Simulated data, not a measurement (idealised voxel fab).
process module | voxel self aligned vias
cross-section cut | 295 nm wide | cells 5 nm
A cross-section is a grid of square cells, given in bands from the top down. A band is one or more rows of cells.
Each band's line starts with the height of the band's top and of its bottom, in nm. Then come its materials from left to right, each with its width in nm. One material with "throughout" fills the band from edge to edge. "air" is empty space.
Height 0 is the level under which the wafer as received is all one material. The lowest band goes on downwards, as in "0 down".
A width such as "30 to 40" changes by the same amount from each row of cells to the next, from the band's top row to its bottom row.
"no change" after a step means that no cell of the cross-section changed.
closed voids: empty space of 8 cells or more with no open way to the top, each as width x height at its distance from the left edge, in nm
after a step's settings: what the simulator itself notes on the step
overlay nm, on a step with a mask: how far to the right of its planned place the mask lay; to the left if negative
plan
1 op RECEIVE | material Si
2 op CONFORMAL_DEP | material SiO2 | thk nm 15
3 op CONFORMAL_DEP | material SiCN | thk nm 5
4 op DIRECTIONAL_DEP | material SiO2 | thk nm 30
5 op DIRECTIONAL_DEP | material aC | thk nm 15
6 op PATTERN | tone open | mask id LINES | material resist | width nm 20 | pitch nm 70 | thk nm 35 | overlay nm 0
7 op DIRECTIONAL_ETCH | etch materials aC | depth nm 15
8 op STRIP | etch materials resist
9 op DIRECTIONAL_ETCH | etch materials SiO2 | depth nm 30
10 op STRIP | etch materials aC
11 op CONFORMAL_DEP | material TiN | thk nm 5
12 op FILL_DEP | material W | thk nm 10
13 op CMP | height nm 50
14 op SELECTIVE_ETCH | etch materials W Ru TiN | depth nm 10
15 op FILL_DEP | material SiN | thk nm 5
16 op CMP | height nm 50
17 op DIRECTIONAL_DEP | material SiO2 | thk nm 20
18 op MASKED_ETCH | tone open | mask id VIAS | width nm 40 | pitch nm 140 | etch materials SiO2 | depth nm 20 | overlay nm 0
19 op MASKED_ETCH | tone open | mask id VIAS | width nm 40 | pitch nm 140 | etch materials SiN | depth nm 10 | overlay nm 0
20 op CONFORMAL_DEP | material TiN | thk nm 5
21 op FILL_DEP | material Ru | thk nm 10
22 op CMP | height nm 70
23 op CONFORMAL_DEP | material SiN | thk nm 5
first wafer, as planned
as received, after step 1
  0 down: Si throughout
  closed voids: none
after step 2
  15 to 0: SiO2 throughout
  below 0: unchanged
after step 3
  20 to 15: SiCN throughout
  below 15: unchanged
after step 4
  50 to 20: SiO2 throughout
  below 20: unchanged
after step 5
  65 to 50: aC throughout
  below 50: unchanged
after step 6
  100 to 65: resist 65 | air 20 | resist 50 | air 20 | resist 50 | air 20 | resist 70
  below 65: unchanged
after step 7
  85 to 65: resist 65 | air 20 | resist 50 | air 20 | resist 50 | air 20 | resist 70
  65 to 50: aC 65 | air 20 | aC 50 | air 20 | aC 50 | air 20 | aC 70
  below 50: unchanged
after step 8
  65 to 50: aC 65 | air 20 | aC 50 | air 20 | aC 50 | air 20 | aC 70
  below 50: unchanged
after step 9
  65 to 50: aC 65 | air 20 | aC 50 | air 20 | aC 50 | air 20 | aC 70
  50 to 20: SiO2 65 | air 20 | SiO2 50 | air 20 | SiO2 50 | air 20 | SiO2 70
  below 20: unchanged
after step 10
  50 to 20: SiO2 65 | air 20 | SiO2 50 | air 20 | SiO2 50 | air 20 | SiO2 70
  below 20: unchanged
after step 11
  55 to 50: TiN 70 | air 10 | TiN 60 | air 10 | TiN 60 | air 10 | TiN 75
  50 to 25: SiO2 65 | TiN 5 | air 10 | TiN 5 | SiO2 50 | TiN 5 | air 10 | TiN 5 | SiO2 50 | TiN 5 | air 10 | TiN 5 | SiO2 70
  25 to 20: SiO2 65 | TiN 20 | SiO2 50 | TiN 20 | SiO2 50 | TiN 20 | SiO2 70
  below 20: unchanged
after step 12
  65 to 55: W throughout
  55 to 50: TiN 70 | W 10 | TiN 60 | W 10 | TiN 60 | W 10 | TiN 75
  50 to 25: SiO2 65 | TiN 5 | W 10 | TiN 5 | SiO2 50 | TiN 5 | W 10 | TiN 5 | SiO2 50 | TiN 5 | W 10 | TiN 5 | SiO2 70
  below 25: unchanged
after step 13
  50 to 25: SiO2 65 | TiN 5 | W 10 | TiN 5 | SiO2 50 | TiN 5 | W 10 | TiN 5 | SiO2 50 | TiN 5 | W 10 | TiN 5 | SiO2 70
  below 25: unchanged
after step 14
  50 to 40: SiO2 65 | air 20 | SiO2 50 | air 20 | SiO2 50 | air 20 | SiO2 70
  below 40: unchanged
after step 15
  55 to 50: SiN throughout
  50 to 40: SiO2 65 | SiN 20 | SiO2 50 | SiN 20 | SiO2 50 | SiN 20 | SiO2 70
  below 40: unchanged
after step 16
  50 to 40: SiO2 65 | SiN 20 | SiO2 50 | SiN 20 | SiO2 50 | SiN 20 | SiO2 70
  below 40: unchanged
after step 17
  70 to 50: SiO2 throughout
  below 50: unchanged
after step 18
  70 to 50: SiO2 55 | air 40 | SiO2 100 | air 40 | SiO2 60
  below 50: unchanged
after step 19
  70 to 50: SiO2 55 | air 40 | SiO2 100 | air 40 | SiO2 60
  50 to 40: SiO2 65 | air 20 | SiO2 50 | SiN 20 | SiO2 50 | air 20 | SiO2 70
  below 40: unchanged
after step 20
  75 to 70: TiN 60 | air 30 | TiN 110 | air 30 | TiN 65
  70 to 55: SiO2 55 | TiN 5 | air 30 | TiN 5 | SiO2 100 | TiN 5 | air 30 | TiN 5 | SiO2 60
  55 to 50: SiO2 55 | TiN 15 | air 10 | TiN 15 | SiO2 100 | TiN 15 | air 10 | TiN 15 | SiO2 60
  50 to 45: SiO2 65 | TiN 5 | air 10 | TiN 5 | SiO2 50 | SiN 20 | SiO2 50 | TiN 5 | air 10 | TiN 5 | SiO2 70
  45 to 40: SiO2 65 | TiN 20 | SiO2 50 | SiN 20 | SiO2 50 | TiN 20 | SiO2 70
  below 40: unchanged
after step 21
  85 to 75: Ru throughout
  75 to 70: TiN 60 | Ru 30 | TiN 110 | Ru 30 | TiN 65
  70 to 55: SiO2 55 | TiN 5 | Ru 30 | TiN 5 | SiO2 100 | TiN 5 | Ru 30 | TiN 5 | SiO2 60
  55 to 50: SiO2 55 | TiN 15 | Ru 10 | TiN 15 | SiO2 100 | TiN 15 | Ru 10 | TiN 15 | SiO2 60
  50 to 45: SiO2 65 | TiN 5 | Ru 10 | TiN 5 | SiO2 50 | SiN 20 | SiO2 50 | TiN 5 | Ru 10 | TiN 5 | SiO2 70
  below 45: unchanged
after step 22
  70 to 55: SiO2 55 | TiN 5 | Ru 30 | TiN 5 | SiO2 100 | TiN 5 | Ru 30 | TiN 5 | SiO2 60
  below 55: unchanged
after step 23
  75 to 70: SiN throughout
  below 70: unchanged
second wafer: like start, like plan, one mistake. Through step 1 it matches the first wafer
when step 2 should have ended
  5 to 0: SiCN throughout
  below 0: unchanged
when step 3 should have ended
  20 to 5: SiO2 throughout
  below 5: unchanged
when step 4 should have ended
  50 to 5: SiO2 throughout
  below 5: unchanged
when step 5 should have ended
  65 to 50: aC throughout
  below 50: unchanged
when step 6 should have ended
  100 to 65: resist 65 | air 20 | resist 50 | air 20 | resist 50 | air 20 | resist 70
  below 65: unchanged
when step 7 should have ended
  85 to 65: resist 65 | air 20 | resist 50 | air 20 | resist 50 | air 20 | resist 70
  65 to 50: aC 65 | air 20 | aC 50 | air 20 | aC 50 | air 20 | aC 70
  below 50: unchanged
when step 8 should have ended
  65 to 50: aC 65 | air 20 | aC 50 | air 20 | aC 50 | air 20 | aC 70
  below 50: unchanged
when step 9 should have ended
  65 to 50: aC 65 | air 20 | aC 50 | air 20 | aC 50 | air 20 | aC 70
  50 to 20: SiO2 65 | air 20 | SiO2 50 | air 20 | SiO2 50 | air 20 | SiO2 70
  below 20: unchanged
when step 10 should have ended
  50 to 20: SiO2 65 | air 20 | SiO2 50 | air 20 | SiO2 50 | air 20 | SiO2 70
  below 20: unchanged
when step 11 should have ended
  55 to 50: TiN 70 | air 10 | TiN 60 | air 10 | TiN 60 | air 10 | TiN 75
  50 to 25: SiO2 65 | TiN 5 | air 10 | TiN 5 | SiO2 50 | TiN 5 | air 10 | TiN 5 | SiO2 50 | TiN 5 | air 10 | TiN 5 | SiO2 70
  25 to 20: SiO2 65 | TiN 20 | SiO2 50 | TiN 20 | SiO2 50 | TiN 20 | SiO2 70
  below 20: unchanged
when step 12 should have ended
  65 to 55: W throughout
  55 to 50: TiN 70 | W 10 | TiN 60 | W 10 | TiN 60 | W 10 | TiN 75
  50 to 25: SiO2 65 | TiN 5 | W 10 | TiN 5 | SiO2 50 | TiN 5 | W 10 | TiN 5 | SiO2 50 | TiN 5 | W 10 | TiN 5 | SiO2 70
  below 25: unchanged
when step 13 should have ended
  50 to 25: SiO2 65 | TiN 5 | W 10 | TiN 5 | SiO2 50 | TiN 5 | W 10 | TiN 5 | SiO2 50 | TiN 5 | W 10 | TiN 5 | SiO2 70
  below 25: unchanged
when step 14 should have ended
  50 to 40: SiO2 65 | air 20 | SiO2 50 | air 20 | SiO2 50 | air 20 | SiO2 70
  below 40: unchanged
when step 15 should have ended
  55 to 50: SiN throughout
  50 to 40: SiO2 65 | SiN 20 | SiO2 50 | SiN 20 | SiO2 50 | SiN 20 | SiO2 70
  below 40: unchanged
when step 16 should have ended
  50 to 40: SiO2 65 | SiN 20 | SiO2 50 | SiN 20 | SiO2 50 | SiN 20 | SiO2 70
  below 40: unchanged
when step 17 should have ended
  70 to 50: SiO2 throughout
  below 50: unchanged
when step 18 should have ended
  70 to 50: SiO2 55 | air 40 | SiO2 100 | air 40 | SiO2 60
  below 50: unchanged
when step 19 should have ended
  70 to 50: SiO2 55 | air 40 | SiO2 100 | air 40 | SiO2 60
  50 to 40: SiO2 65 | air 20 | SiO2 50 | SiN 20 | SiO2 50 | air 20 | SiO2 70
  below 40: unchanged
when step 20 should have ended
  75 to 70: TiN 60 | air 30 | TiN 110 | air 30 | TiN 65
  70 to 55: SiO2 55 | TiN 5 | air 30 | TiN 5 | SiO2 100 | TiN 5 | air 30 | TiN 5 | SiO2 60
  55 to 50: SiO2 55 | TiN 15 | air 10 | TiN 15 | SiO2 100 | TiN 15 | air 10 | TiN 15 | SiO2 60
  50 to 45: SiO2 65 | TiN 5 | air 10 | TiN 5 | SiO2 50 | SiN 20 | SiO2 50 | TiN 5 | air 10 | TiN 5 | SiO2 70
  45 to 40: SiO2 65 | TiN 20 | SiO2 50 | SiN 20 | SiO2 50 | TiN 20 | SiO2 70
  below 40: unchanged
when step 21 should have ended
  85 to 75: Ru throughout
  75 to 70: TiN 60 | Ru 30 | TiN 110 | Ru 30 | TiN 65
  70 to 55: SiO2 55 | TiN 5 | Ru 30 | TiN 5 | SiO2 100 | TiN 5 | Ru 30 | TiN 5 | SiO2 60
  55 to 50: SiO2 55 | TiN 15 | Ru 10 | TiN 15 | SiO2 100 | TiN 15 | Ru 10 | TiN 15 | SiO2 60
  50 to 45: SiO2 65 | TiN 5 | Ru 10 | TiN 5 | SiO2 50 | SiN 20 | SiO2 50 | TiN 5 | Ru 10 | TiN 5 | SiO2 70
  below 45: unchanged
when step 22 should have ended
  70 to 55: SiO2 55 | TiN 5 | Ru 30 | TiN 5 | SiO2 100 | TiN 5 | Ru 30 | TiN 5 | SiO2 60
  below 55: unchanged
when step 23 should have ended
  75 to 70: SiN throughout
  below 70: unchanged
what went wrong: steps 2 and 3 were swapped
at the end the second wafer has, in cells: as many of each material as the first, in other places
